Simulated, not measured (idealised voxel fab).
You're looking at the process module voxel released beams.
235 nm wide, 5 nm square cells: that's cross-section cut.
If you're reading a cross-section in this doc, picture square cells in a grid; it comes to you as bands, top ones listed first down to the bottom, and a band can be one or more rows of cells.
Quick guide to a band line: top height, bottom height (nm) up front; then every material left to right with its width in nm. Only one material and it's marked "edge to edge"? Then it fills the band edge to edge. And "empty" just means empty space.
Beneath 0, the wafer as received is one material, and that level is where height counting begins. The lowest band goes on downward without a bottom; it is written like "0 nm and below".
Think of "30..40" as a width that walks from the first number to the second as you go down the band, top row to bottom row, taking equal-sized steps from row to row.
Where the words "nothing different" appear for a step, the cross-section shows no cell changed by that step; every cell remained as before.
Look at "Closed empty spaces" for the closed voids: empty spaces with no open path to the top, sized 8 cells or up. Each is width x height at distance, distance from the left edge, all nm.
That trailing text on a step's line, after the settings, is the simulator's own remark on the step.
You can add "overlay nm" to a step's line. For a step with a mask, it describes how far the mask lay to the right of its planned position, and a negative number describes a lay to the left.

**The following list gives the planned process steps**
1: RECEIVE: material Si
2: CONFORMAL_DEP: material SiN, thk nm 10
3: DIRECTIONAL_DEP: material SiO2, thk nm 15
4: DIRECTIONAL_DEP: material aC, thk nm 10
5: PATTERN: tone open, mask id ANCHOR, material resist, width nm 35, thk nm 25, overlay nm 0
6: DIRECTIONAL_ETCH: etch materials aC, depth nm 10
7: STRIP: etch materials resist
8: DIRECTIONAL_ETCH: etch materials SiO2, depth nm 15
9: STRIP: etch materials aC
10: CONFORMAL_DEP: material TiN, thk nm 10
11: DIRECTIONAL_DEP: material aC, thk nm 15
12: PATTERN: tone cover, mask id BEAM, material resist, width nm 90, thk nm 30, overlay nm 0
13: DIRECTIONAL_ETCH: etch materials aC, depth nm 15
14: STRIP: etch materials resist
15: DIRECTIONAL_ETCH: etch materials TiN, depth nm 10
16: STRIP: etch materials aC
17: STRIP: etch materials SiO2

**Step 1 complete: cross-section of the wafer as received**
  0 nm and below  Si edge to edge
  Closed empty spaces: none

**Module complete, cross-section. Starting point and plan per above. One mistake made in running the module**
  50 nm to 35 nm  SiN 85 / empty 15 / SiN 135
  35 nm to 25 nm  TiN 85 / SiN 15 / TiN 135
  25 nm to 20 nm  SiO2 75 / TiN 10 / SiN 15 / TiN 10 / SiO2 125
  20 nm to 10 nm  SiO2 75 / TiN 35 / SiO2 125
  10 nm to 0 nm  SiN edge to edge
  0 nm and below  Si edge to edge
  Closed empty spaces: none
Short version of what went wrong: step 11 was processed under conditions differing from the plan, specifically as DIRECTIONAL_DEP: material SiN, thk nm 15
